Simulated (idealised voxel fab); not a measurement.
The following process module bears the name voxel transistor to metal.
150 nm wide, 5 nm square cells: that's cross-section cut.
Format of a cross-section: grid, square cells. Given as bands. Order: top down. Band: one or more rows of cells. Each band's line starts with the height of the band's top and of its bottom, in nm. Then come its materials from left to right, each with its width in nm. One material with "everywhere" fills the band from edge to edge. "blank" is empty space. Heights are expressed relative to 0, this being the level below which the as-received wafer comprises one material exclusively. The lowest band is unbounded in the downward direction and is denoted as in "0 nm and below". The notation "30 to 40" denotes a width that varies across the rows of cells in the band, beginning at the first number in the top row, finishing at the second number in the bottom row, and changing by an identical amount from each row to the next. A step reported as "no modification" is a step in which no cell of the cross-section changed. Empty spaces counting at least 8 cells and having no open way to the top are listed in "Non-vented voids". The notation width x height at distance is used for each, the distance being from the left edge and all three values in nm. Step line, after settings: the simulator's comment on this step. You can add "overlay nm" to a step's line. For a step with a mask, it describes how far the mask lay to the right of its planned position, and a negative number describes a lay to the left.
## Steps in the process plan
step 1: op RECEIVE | material Si
step 2: op OXIDIZE | depth nm 5
step 3: op CONFORMAL_DEP | material SiN | thk nm 15
step 4: op PATTERN | tone cover | mask id ACTIVE | material resist | width nm 115 | thk nm 15 | overlay nm 0
step 5: op DIRECTIONAL_ETCH | etch materials SiN | depth nm 15
step 6: op DIRECTIONAL_ETCH | etch materials SiO2 | depth nm 5
step 7: op DIRECTIONAL_ETCH | etch materials Si | depth nm 35
step 8: op STRIP | etch materials resist
step 9: op FILL_DEP | material SiO2 | thk nm 15
step 10: op CMP | height nm 15
step 11: op SELECTIVE_ETCH | etch materials SiO2 | depth nm 5
step 12: op STRIP | etch materials SiN
step 13: op SELECTIVE_ETCH | etch materials SiO2 | depth nm 5
step 14: op OXIDIZE | depth nm 5
step 15: op DIRECTIONAL_DEP | material polySi | thk nm 30
step 16: op DIRECTIONAL_DEP | material SiCN | thk nm 15
step 17: op DIRECTIONAL_DEP | material aC | thk nm 15
step 18: op PATTERN | tone cover | mask id GATE | material resist | width nm 35 | thk nm 35 | overlay nm 0
step 19: op DIRECTIONAL_ETCH | etch materials aC | depth nm 15
step 20: op STRIP | etch materials resist
step 21: op DIRECTIONAL_ETCH | etch materials SiCN | depth nm 25
step 22: op DIRECTIONAL_ETCH | etch materials polySi | depth nm 40
step 23: op STRIP | etch materials aC
step 24: op CONFORMAL_DEP | material SiO2 | thk nm 5
step 25: op DIRECTIONAL_ETCH | etch materials SiO2 | depth nm 5
step 26: op CONFORMAL_DEP | material SiN | thk nm 5
step 27: op DIRECTIONAL_ETCH | etch materials SiN | depth nm 5
step 28: op DIRECTIONAL_ETCH | etch materials SiO2 | depth nm 5
step 29: op DIRECTIONAL_ETCH | etch materials Si | depth nm 5
step 30: op EPI | material nSi | thk nm 5
step 31: op FILL_DEP | material SiO2 | thk nm 5
step 32: op CMP | height nm 25
step 33: op STRIP | etch materials polySi
step 34: op SELECTIVE_ETCH | etch materials SiO2 | depth nm 5
step 35: op CONFORMAL_DEP | material HfO2 | thk nm 5
step 36: op CONFORMAL_DEP | material TiN | thk nm 5
step 37: op FILL_DEP | material W | thk nm 5
step 38: op CMP | height nm 20
step 39: op DIRECTIONAL_DEP | material SiO2 | thk nm 10
step 40: op MASKED_ETCH | tone open | mask id CONTACT | width nm 15 | pitch nm 90 | etch materials SiO2 | depth nm 40 | overlay nm 0
step 41: op CONFORMAL_DEP | material TiN | thk nm 5
step 42: op FILL_DEP | material W | thk nm 10
step 43: op CMP | height nm 30
step 44: op CONFORMAL_DEP | material SiCN | thk nm 5
step 45: op DIRECTIONAL_DEP | material lowk | thk nm 15
step 46: op PATTERN | tone open | mask id METAL_1 | material resist | width nm 15 | pitch nm 90 | thk nm 15 | overlay nm 0
step 47: op DIRECTIONAL_ETCH | etch materials lowk | depth nm 15
step 48: op DIRECTIONAL_ETCH | etch materials SiCN | depth nm 5
step 49: op STRIP | etch materials resist
step 50: op CONFORMAL_DEP | material TiN | thk nm 5
step 51: op FILL_DEP | material W | thk nm 5
step 52: op CMP | height nm 50
step 53: op EPI | material Ru | thk nm 5
step 54: op FILL_DEP | material SiCN | thk nm 5
step 55: op DIRECTIONAL_DEP | material SiO2 | thk nm 30
step 56: op DIRECTIONAL_DEP | material aC | thk nm 15
step 57: op PATTERN | tone open | mask id METAL_2 | material resist | width nm 15 | pitch nm 90 | thk nm 35 | overlay nm 0
step 58: op DIRECTIONAL_ETCH | etch materials aC | depth nm 15
step 59: op STRIP | etch materials resist
step 60: op DIRECTIONAL_ETCH | etch materials SiO2 | depth nm 15
step 61: op STRIP | etch materials aC
step 62: op MASKED_ETCH | tone open | mask id METAL_2_HOLES | width nm 15 | pitch nm 90 | etch materials SiO2 | depth nm 15 | overlay nm 0
step 63: op MASKED_ETCH | tone open | mask id METAL_2_HOLES | width nm 15 | pitch nm 90 | etch materials SiCN | depth nm 5 | overlay nm 0
step 64: op CONFORMAL_DEP | material TiN | thk nm 5
step 65: op FILL_DEP | material Cu | thk nm 10
step 66: op CMP | height nm 90
step 67: op CONFORMAL_DEP | material SiCN | thk nm 5
## Cross-section of the wafer at receipt, which is the condition after step 1
* 0 nm and below | Si everywhere
* Non-vented voids: none
## Result of the module, cross-sectioned: start per above, plan per above, one error in how it was run
* 95 nm to 90 nm | SiCN everywhere
* 90 nm to 60 nm | 20 SiO2, 5 TiN, 5 Cu, 5 TiN, 75 SiO2, 5 TiN, 5 Cu, 5 TiN, 25 SiO2
* 60 nm to 55 nm | 20 SiCN, 15 TiN, 75 SiCN, 15 TiN, 25 SiCN
* 55 nm to 50 nm | 15 SiCN, 25 Ru, 65 SiCN, 25 Ru, 20 SiCN
* 50 nm to 35 nm | 20 lowk, 5 TiN, 5 W, 5 TiN, 75 lowk, 5 TiN, 5 W, 5 TiN, 25 lowk
* 35 nm to 30 nm | 20 SiCN, 15 TiN, 75 SiCN, 15 TiN, 25 SiCN
* 30 nm to 20 nm | 25 SiO2, 5 TiN, 5 W, 5 TiN, 75 SiO2, 5 TiN, 5 W, 5 TiN, 20 SiO2
* 20 nm to 10 nm | 25 SiO2, 5 TiN, 5 W, 5 TiN, 5 SiO2, 5 SiN, 5 HfO2, 5 TiN, 25 W, 5 TiN, 5 HfO2, 5 SiN, 15 SiO2, 5 TiN, 5 W, 5 TiN, 20 SiO2
* 10 nm to 5 nm | 25 SiO2, 5 TiN, 5 W, 5 TiN, 5 SiO2, 5 SiN, 5 HfO2, 5 TiN, 25 W, 5 TiN, 5 HfO2, 5 SiN, 15 SiO2, 15 TiN, 20 SiO2
* 5 nm to 0 nm | 15 SiO2, 5 SiN, 5 SiO2, 5 TiN, 5 W, 5 TiN, 5 SiO2, 5 SiN, 5 HfO2, 5 TiN, 25 W, 5 TiN, 5 HfO2, 5 SiN, 15 SiO2, 10 TiN, 5 SiN, 20 SiO2
* 0 nm to -5 nm | 15 SiO2, 5 SiN, 5 SiO2, 5 TiN, 5 W, 5 TiN, 5 SiO2, 5 SiN, 5 HfO2, 35 TiN, 5 HfO2, 5 SiN, 15 SiO2, 10 TiN, 5 SiN, 20 SiO2
* -5 nm to -10 nm | 20 SiO2, 5 nSi, 15 TiN, 5 nSi, 5 SiO2, 45 HfO2, 5 SiO2, 5 nSi, 10 SiO2, 5 TiN, 5 nSi, 25 SiO2
* -10 nm to -15 nm | 15 SiO2, 5 Si, 25 nSi, 55 Si, 25 nSi, 5 Si, 20 SiO2
* -15 nm to -40 nm | 15 SiO2, 115 Si, 20 SiO2
* -40 nm and below | Si everywhere
* Non-vented voids: none
Finding, execution versus plan: step 40 off recipe, ran as op MASKED_ETCH | tone open | mask id CONTACT | width nm 15 | pitch nm 90 | etch materials SiO2 | depth nm 40 | overlay nm 5
